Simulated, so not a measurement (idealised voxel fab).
Title: Process Module voxel self aligned contacts
FYI the section here is cut, 295 nm wide, cells are 5 nm squares.
Reading order for cross-sections: top band down to bottom band. Underlying form: a grid of square cells. Band size: one or more rows of cells. The entry gives the band's vertical extent as a top height and a bottom height in nm, then its horizontal make-up as materials from left to right, each with a width in nm. "air" stands for empty space; a single material marked "edge to edge" fills the band edge to edge. Note: height 0 marks the level under which the wafer is uniformly one material as received. Lowest band unbounded below, written "0 -> down". The two numbers in a width such as "30->40" mark its ends across the band: the first belongs to the top row of cells, the second to the bottom row, and from each row to the next the width moves by the same amount. "everything unchanged" means the step left every cell of the cross-section as it was. You'll see "Enclosed cavity list" listing empty spaces that have no way open to the top, as long as they're 8 cells or more; the notation is width x height at distance, where the distance is from the left edge, and all of it is in nm. Heads up: the bit after the settings on a step's line is the simulator's remark on that step. What "overlay nm" on a step's line means: if the step has a mask, that mask lay this far to the right of its planned place, or, when the value is negative, to the left.

-- This section lists the process steps that were planned
1) RECEIVE [material Si]
2) CONFORMAL_DEP [material SiO2] [thk nm 5]
3) DIRECTIONAL_DEP [material polySi] [thk nm 20]
4) DIRECTIONAL_DEP [material SiN] [thk nm 25]
5) DIRECTIONAL_DEP [material aC] [thk nm 15]
6) PATTERN [tone cover] [mask id GATE] [material resist] [width nm 25] [pitch nm 65] [thk nm 30] [overlay nm 0]
7) DIRECTIONAL_ETCH [etch materials aC] [depth nm 15]
8) STRIP [etch materials resist]
9) DIRECTIONAL_ETCH [etch materials SiN] [depth nm 25]
10) DIRECTIONAL_ETCH [etch materials polySi] [depth nm 20]
11) STRIP [etch materials aC]
12) CONFORMAL_DEP [material SiN] [thk nm 10]
13) DIRECTIONAL_ETCH [etch materials SiN] [depth nm 10]
14) FILL_DEP [material SiO2] [thk nm 15]
15) CMP [height nm 60]
16) DIRECTIONAL_DEP [material aC] [thk nm 10]
17) PATTERN [tone open] [mask id CONTACT] [material resist] [width nm 50] [pitch nm 65] [thk nm 25] [overlay nm 0]
18) DIRECTIONAL_ETCH [etch materials aC] [depth nm 10]
19) STRIP [etch materials resist]
20) DIRECTIONAL_ETCH [etch materials SiO2] [depth nm 60]
21) STRIP [etch materials aC]
22) CONFORMAL_DEP [material TiN] [thk nm 5]
23) FILL_DEP [material Ru] [thk nm 10]
24) CMP [height nm 60]
25) CONFORMAL_DEP [material SiN] [thk nm 5]

-- Of two wafers, the first: run according to plan

-- Here's what the wafer looked like in cross-section when it arrived - that's after step 1
0 -> down  Si edge to edge
Enclosed cavity list: none

-- Upon completion of step 2, the wafer appears in cross-section as shown
5 -> 0  SiO2 edge to edge
Note: structure below 0 unchanged.

-- Upon completion of step 3, the wafer appears in cross-section as shown
25 -> 5  polySi edge to edge
Note: structure below 5 unchanged.

-- Upon completion of step 4, the wafer appears in cross-section as shown
50 -> 25  SiN edge to edge
Note: structure below 25 unchanged.

-- Upon completion of step 5, the wafer appears in cross-section as shown
65 -> 50  aC edge to edge
Note: structure below 50 unchanged.

-- Upon completion of step 6, the wafer appears in cross-section as shown
95 -> 65  70 nm air | 25 nm resist | 40 nm air | 25 nm resist | 40 nm air | 25 nm resist | 70 nm air
Note: structure below 65 unchanged.

-- Upon completion of step 7, the wafer appears in cross-section as shown
80 -> 65  70 nm air | 25 nm resist | 40 nm air | 25 nm resist | 40 nm air | 25 nm resist | 70 nm air
65 -> 50  70 nm air | 25 nm aC | 40 nm air | 25 nm aC | 40 nm air | 25 nm aC | 70 nm air
Note: structure below 50 unchanged.

-- Upon completion of step 8, the wafer appears in cross-section as shown
65 -> 50  70 nm air | 25 nm aC | 40 nm air | 25 nm aC | 40 nm air | 25 nm aC | 70 nm air
Note: structure below 50 unchanged.

-- Upon completion of step 9, the wafer appears in cross-section as shown
65 -> 50  70 nm air | 25 nm aC | 40 nm air | 25 nm aC | 40 nm air | 25 nm aC | 70 nm air
50 -> 25  70 nm air | 25 nm SiN | 40 nm air | 25 nm SiN | 40 nm air | 25 nm SiN | 70 nm air
Note: structure below 25 unchanged.

-- Upon completion of step 10, the wafer appears in cross-section as shown
65 -> 50  70 nm air | 25 nm aC | 40 nm air | 25 nm aC | 40 nm air | 25 nm aC | 70 nm air
50 -> 25  70 nm air | 25 nm SiN | 40 nm air | 25 nm SiN | 40 nm air | 25 nm SiN | 70 nm air
25 -> 5  70 nm air | 25 nm polySi | 40 nm air | 25 nm polySi | 40 nm air | 25 nm polySi | 70 nm air
Note: structure below 5 unchanged.

-- Upon completion of step 11, the wafer appears in cross-section as shown
50 -> 25  70 nm air | 25 nm SiN | 40 nm air | 25 nm SiN | 40 nm air | 25 nm SiN | 70 nm air
Note: structure below 25 unchanged.

-- Upon completion of step 12, the wafer appears in cross-section as shown
60 -> 25  60 nm air | 45 nm SiN | 20 nm air | 45 nm SiN | 20 nm air | 45 nm SiN | 60 nm air
25 -> 15  60 nm air | 10 nm SiN | 25 nm polySi | 10 nm SiN | 20 nm air | 10 nm SiN | 25 nm polySi | 10 nm SiN | 20 nm air | 10 nm SiN | 25 nm polySi | 10 nm SiN | 60 nm air
15 -> 5  70 nm SiN | 25 nm polySi | 40 nm SiN | 25 nm polySi | 40 nm SiN | 25 nm polySi | 70 nm SiN
Note: structure below 5 unchanged.

-- Upon completion of step 13, the wafer appears in cross-section as shown
50 -> 25  60 nm air | 45 nm SiN | 20 nm air | 45 nm SiN | 20 nm air | 45 nm SiN | 60 nm air
25 -> 5  60 nm air | 10 nm SiN | 25 nm polySi | 10 nm SiN | 20 nm air | 10 nm SiN | 25 nm polySi | 10 nm SiN | 20 nm air | 10 nm SiN | 25 nm polySi | 10 nm SiN | 60 nm air
Note: structure below 5 unchanged.

-- Upon completion of step 14, the wafer appears in cross-section as shown
65 -> 50  SiO2 edge to edge
50 -> 25  60 nm SiO2 | 45 nm SiN | 20 nm SiO2 | 45 nm SiN | 20 nm SiO2 | 45 nm SiN | 60 nm SiO2
25 -> 5  60 nm SiO2 | 10 nm SiN | 25 nm polySi | 10 nm SiN | 20 nm SiO2 | 10 nm SiN | 25 nm polySi | 10 nm SiN | 20 nm SiO2 | 10 nm SiN | 25 nm polySi | 10 nm SiN | 60 nm SiO2
Note: structure below 5 unchanged.

-- Upon completion of step 15, the wafer appears in cross-section as shown
60 -> 50  SiO2 edge to edge
Note: structure below 50 unchanged.

-- Upon completion of step 16, the wafer appears in cross-section as shown
70 -> 60  aC edge to edge
Note: structure below 60 unchanged.

-- Upon completion of step 17, the wafer appears in cross-section as shown
95 -> 70  90 nm resist | 50 nm air | 15 nm resist | 50 nm air | 90 nm resist
Note: structure below 70 unchanged.

-- Upon completion of step 18, the wafer appears in cross-section as shown
85 -> 70  90 nm resist | 50 nm air | 15 nm resist | 50 nm air | 90 nm resist
70 -> 60  90 nm aC | 50 nm air | 15 nm aC | 50 nm air | 90 nm aC
Note: structure below 60 unchanged.

-- Upon completion of step 19, the wafer appears in cross-section as shown
70 -> 60  90 nm aC | 50 nm air | 15 nm aC | 50 nm air | 90 nm aC
Note: structure below 60 unchanged.

-- Upon completion of step 20, the wafer appears in cross-section as shown
70 -> 60  90 nm aC | 50 nm air | 15 nm aC | 50 nm air | 90 nm aC
60 -> 50  90 nm SiO2 | 50 nm air | 15 nm SiO2 | 50 nm air | 90 nm SiO2
50 -> 25  60 nm SiO2 | 45 nm SiN | 20 nm air | 45 nm SiN | 20 nm air | 45 nm SiN | 60 nm SiO2
25 -> 5  60 nm SiO2 | 10 nm SiN | 25 nm polySi | 10 nm SiN | 20 nm air | 10 nm SiN | 25 nm polySi | 10 nm SiN | 20 nm air | 10 nm SiN | 25 nm polySi | 10 nm SiN | 60 nm SiO2
5 -> 0  105 nm SiO2 | 20 nm air | 45 nm SiO2 | 20 nm air | 105 nm SiO2
Note: structure below 0 unchanged.

-- Upon completion of step 21, the wafer appears in cross-section as shown
60 -> 50  90 nm SiO2 | 50 nm air | 15 nm SiO2 | 50 nm air | 90 nm SiO2
Note: structure below 50 unchanged.

-- Upon completion of step 22, the wafer appears in cross-section as shown
65 -> 60  95 nm TiN | 40 nm air | 25 nm TiN | 40 nm air | 95 nm TiN
60 -> 50  90 nm SiO2 | 5->20 nm TiN | 40->10 nm air | 5->20 nm TiN | 15 nm SiO2 | 5->20 nm TiN | 40->10 nm air | 5->20 nm TiN | 90 nm SiO2
50 -> 25  60 nm SiO2 | 45 nm SiN | 5 nm TiN | 10 nm air | 5 nm TiN | 45 nm SiN | 5 nm TiN | 10 nm air | 5 nm TiN | 45 nm SiN | 60 nm SiO2
25 -> 5  60 nm SiO2 | 10 nm SiN | 25 nm polySi | 10 nm SiN | 5 nm TiN | 10 nm air | 5 nm TiN | 10 nm SiN | 25 nm polySi | 10 nm SiN | 5 nm TiN | 10 nm air | 5 nm TiN | 10 nm SiN | 25 nm polySi | 10 nm SiN | 60 nm SiO2
5 -> 0  105 nm SiO2 | 20 nm TiN | 45 nm SiO2 | 20 nm TiN | 105 nm SiO2
Note: structure below 0 unchanged.

-- Upon completion of step 23, the wafer appears in cross-section as shown
75 -> 65  Ru edge to edge
65 -> 60  95 nm TiN | 40 nm Ru | 25 nm TiN | 40 nm Ru | 95 nm TiN
60 -> 50  90 nm SiO2 | 5->20 nm TiN | 40->10 nm Ru | 5->20 nm TiN | 15 nm SiO2 | 5->20 nm TiN | 40->10 nm Ru | 5->20 nm TiN | 90 nm SiO2
50 -> 25  60 nm SiO2 | 45 nm SiN | 5 nm TiN | 10 nm Ru | 5 nm TiN | 45 nm SiN | 5 nm TiN | 10 nm Ru | 5 nm TiN | 45 nm SiN | 60 nm SiO2
25 -> 5  60 nm SiO2 | 10 nm SiN | 25 nm polySi | 10 nm SiN | 5 nm TiN | 10 nm Ru | 5 nm TiN | 10 nm SiN | 25 nm polySi | 10 nm SiN | 5 nm TiN | 10 nm Ru | 5 nm TiN | 10 nm SiN | 25 nm polySi | 10 nm SiN | 60 nm SiO2
Note: structure below 5 unchanged.

-- Upon completion of step 24, the wafer appears in cross-section as shown
60 -> 50  90 nm SiO2 | 5->20 nm TiN | 40->10 nm Ru | 5->20 nm TiN | 15 nm SiO2 | 5->20 nm TiN | 40->10 nm Ru | 5->20 nm TiN | 90 nm SiO2
Note: structure below 50 unchanged.

-- Upon completion of step 25, the wafer appears in cross-section as shown
65 -> 60  SiN edge to edge
Note: structure below 60 unchanged.

-- The Second Wafer: Common Origin and Plan, One Mistake in Execution, Identical to the First Through Step 1

X-section, second wafer, when step 2 was due to finish: everything unchanged

-- X-section, second wafer, when step 3 was due to finish
20 -> 0  polySi edge to edge
Note: structure below 0 unchanged.

-- X-section, second wafer, when step 4 was due to finish
45 -> 20  SiN edge to edge
Note: structure below 20 unchanged.

-- X-section, second wafer, when step 5 was due to finish
60 -> 45  aC edge to edge
Note: structure below 45 unchanged.

-- X-section, second wafer, when step 6 was due to finish
90 -> 60  70 nm air | 25 nm resist | 40 nm air | 25 nm resist | 40 nm air | 25 nm resist | 70 nm air
Note: structure below 60 unchanged.

-- X-section, second wafer, when step 7 was due to finish
75 -> 60  70 nm air | 25 nm resist | 40 nm air | 25 nm resist | 40 nm air | 25 nm resist | 70 nm air
60 -> 45  70 nm air | 25 nm aC | 40 nm air | 25 nm aC | 40 nm air | 25 nm aC | 70 nm air
Note: structure below 45 unchanged.

-- X-section, second wafer, when step 8 was due to finish
60 -> 45  70 nm air | 25 nm aC | 40 nm air | 25 nm aC | 40 nm air | 25 nm aC | 70 nm air
Note: structure below 45 unchanged.

-- X-section, second wafer, when step 9 was due to finish
60 -> 45  70 nm air | 25 nm aC | 40 nm air | 25 nm aC | 40 nm air | 25 nm aC | 70 nm air
45 -> 20  70 nm air | 25 nm SiN | 40 nm air | 25 nm SiN | 40 nm air | 25 nm SiN | 70 nm air
Note: structure below 20 unchanged.

-- X-section, second wafer, when step 10 was due to finish
60 -> 45  70 nm air | 25 nm aC | 40 nm air | 25 nm aC | 40 nm air | 25 nm aC | 70 nm air
45 -> 20  70 nm air | 25 nm SiN | 40 nm air | 25 nm SiN | 40 nm air | 25 nm SiN | 70 nm air
20 -> 0  70 nm air | 25 nm polySi | 40 nm air | 25 nm polySi | 40 nm air | 25 nm polySi | 70 nm air
Note: structure below 0 unchanged.

-- X-section, second wafer, when step 11 was due to finish
45 -> 20  70 nm air | 25 nm SiN | 40 nm air | 25 nm SiN | 40 nm air | 25 nm SiN | 70 nm air
Note: structure below 20 unchanged.

-- X-section, second wafer, when step 12 was due to finish
55 -> 20  60 nm air | 45 nm SiN | 20 nm air | 45 nm SiN | 20 nm air | 45 nm SiN | 60 nm air
20 -> 10  60 nm air | 10 nm SiN | 25 nm polySi | 10 nm SiN | 20 nm air | 10 nm SiN | 25 nm polySi | 10 nm SiN | 20 nm air | 10 nm SiN | 25 nm polySi | 10 nm SiN | 60 nm air
10 -> 0  70 nm SiN | 25 nm polySi | 40 nm SiN | 25 nm polySi | 40 nm SiN | 25 nm polySi | 70 nm SiN
Note: structure below 0 unchanged.

-- X-section, second wafer, when step 13 was due to finish
45 -> 20  60 nm air | 45 nm SiN | 20 nm air | 45 nm SiN | 20 nm air | 45 nm SiN | 60 nm air
20 -> 0  60 nm air | 10 nm SiN | 25 nm polySi | 10 nm SiN | 20 nm air | 10 nm SiN | 25 nm polySi | 10 nm SiN | 20 nm air | 10 nm SiN | 25 nm polySi | 10 nm SiN | 60 nm air
Note: structure below 0 unchanged.

-- X-section, second wafer, when step 14 was due to finish
60 -> 45  SiO2 edge to edge
45 -> 20  60 nm SiO2 | 45 nm SiN | 20 nm SiO2 | 45 nm SiN | 20 nm SiO2 | 45 nm SiN | 60 nm SiO2
20 -> 0  60 nm SiO2 | 10 nm SiN | 25 nm polySi | 10 nm SiN | 20 nm SiO2 | 10 nm SiN | 25 nm polySi | 10 nm SiN | 20 nm SiO2 | 10 nm SiN | 25 nm polySi | 10 nm SiN | 60 nm SiO2
Note: structure below 0 unchanged.

X-section, second wafer, when step 15 was due to finish: everything unchanged

-- X-section, second wafer, when step 16 was due to finish
70 -> 60  aC edge to edge
Note: structure below 60 unchanged.

-- X-section, second wafer, when step 17 was due to finish
95 -> 70  90 nm resist | 50 nm air | 15 nm resist | 50 nm air | 90 nm resist
Note: structure below 70 unchanged.

-- X-section, second wafer, when step 18 was due to finish
85 -> 70  90 nm resist | 50 nm air | 15 nm resist | 50 nm air | 90 nm resist
70 -> 60  90 nm aC | 50 nm air | 15 nm aC | 50 nm air | 90 nm aC
Note: structure below 60 unchanged.

-- X-section, second wafer, when step 19 was due to finish
70 -> 60  90 nm aC | 50 nm air | 15 nm aC | 50 nm air | 90 nm aC
Note: structure below 60 unchanged.

-- X-section, second wafer, when step 20 was due to finish
70 -> 60  90 nm aC | 50 nm air | 15 nm aC | 50 nm air | 90 nm aC
60 -> 45  90 nm SiO2 | 50 nm air | 15 nm SiO2 | 50 nm air | 90 nm SiO2
45 -> 20  60 nm SiO2 | 45 nm SiN | 20 nm air | 45 nm SiN | 20 nm air | 45 nm SiN | 60 nm SiO2
20 -> 0  60 nm SiO2 | 10 nm SiN | 25 nm polySi | 10 nm SiN | 20 nm air | 10 nm SiN | 25 nm polySi | 10 nm SiN | 20 nm air | 10 nm SiN | 25 nm polySi | 10 nm SiN | 60 nm SiO2
Note: structure below 0 unchanged.

-- X-section, second wafer, when step 21 was due to finish
60 -> 45  90 nm SiO2 | 50 nm air | 15 nm SiO2 | 50 nm air | 90 nm SiO2
Note: structure below 45 unchanged.

-- X-section, second wafer, when step 22 was due to finish
65 -> 60  95 nm TiN | 40 nm air | 25 nm TiN | 40 nm air | 95 nm TiN
60 -> 50  90 nm SiO2 | 5 nm TiN | 40 nm air | 5 nm TiN | 15 nm SiO2 | 5 nm TiN | 40 nm air | 5 nm TiN | 90 nm SiO2
50 -> 45  90 nm SiO2 | 20 nm TiN | 10 nm air | 20 nm TiN | 15 nm SiO2 | 20 nm TiN | 10 nm air | 20 nm TiN | 90 nm SiO2
45 -> 20  60 nm SiO2 | 45 nm SiN | 5 nm TiN | 10 nm air | 5 nm TiN | 45 nm SiN | 5 nm TiN | 10 nm air | 5 nm TiN | 45 nm SiN | 60 nm SiO2
20 -> 5  60 nm SiO2 | 10 nm SiN | 25 nm polySi | 10 nm SiN | 5 nm TiN | 10 nm air | 5 nm TiN | 10 nm SiN | 25 nm polySi | 10 nm SiN | 5 nm TiN | 10 nm air | 5 nm TiN | 10 nm SiN | 25 nm polySi | 10 nm SiN | 60 nm SiO2
5 -> 0  60 nm SiO2 | 10 nm SiN | 25 nm polySi | 10 nm SiN | 20 nm TiN | 10 nm SiN | 25 nm polySi | 10 nm SiN | 20 nm TiN | 10 nm SiN | 25 nm polySi | 10 nm SiN | 60 nm SiO2
Note: structure below 0 unchanged.

-- X-section, second wafer, when step 23 was due to finish
75 -> 65  Ru edge to edge
65 -> 60  95 nm TiN | 40 nm Ru | 25 nm TiN | 40 nm Ru | 95 nm TiN
60 -> 50  90 nm SiO2 | 5 nm TiN | 40 nm Ru | 5 nm TiN | 15 nm SiO2 | 5 nm TiN | 40 nm Ru | 5 nm TiN | 90 nm SiO2
50 -> 45  90 nm SiO2 | 20 nm TiN | 10 nm Ru | 20 nm TiN | 15 nm SiO2 | 20 nm TiN | 10 nm Ru | 20 nm TiN | 90 nm SiO2
45 -> 20  60 nm SiO2 | 45 nm SiN | 5 nm TiN | 10 nm Ru | 5 nm TiN | 45 nm SiN | 5 nm TiN | 10 nm Ru | 5 nm TiN | 45 nm SiN | 60 nm SiO2
20 -> 5  60 nm SiO2 | 10 nm SiN | 25 nm polySi | 10 nm SiN | 5 nm TiN | 10 nm Ru | 5 nm TiN | 10 nm SiN | 25 nm polySi | 10 nm SiN | 5 nm TiN | 10 nm Ru | 5 nm TiN | 10 nm SiN | 25 nm polySi | 10 nm SiN | 60 nm SiO2
Note: structure below 5 unchanged.

-- X-section, second wafer, when step 24 was due to finish
60 -> 50  90 nm SiO2 | 5 nm TiN | 40 nm Ru | 5 nm TiN | 15 nm SiO2 | 5 nm TiN | 40 nm Ru | 5 nm TiN | 90 nm SiO2
Note: structure below 50 unchanged.

-- X-section, second wafer, when step 25 was due to finish
65 -> 60  SiN edge to edge
Note: structure below 60 unchanged.
The plan and the run diverged here: step 2 of the plan was excluded from execution and never run
FYI, end of process, the second wafer has more or fewer cells of some materials than the first: Ru: 12 more, SiO2: 12 fewer
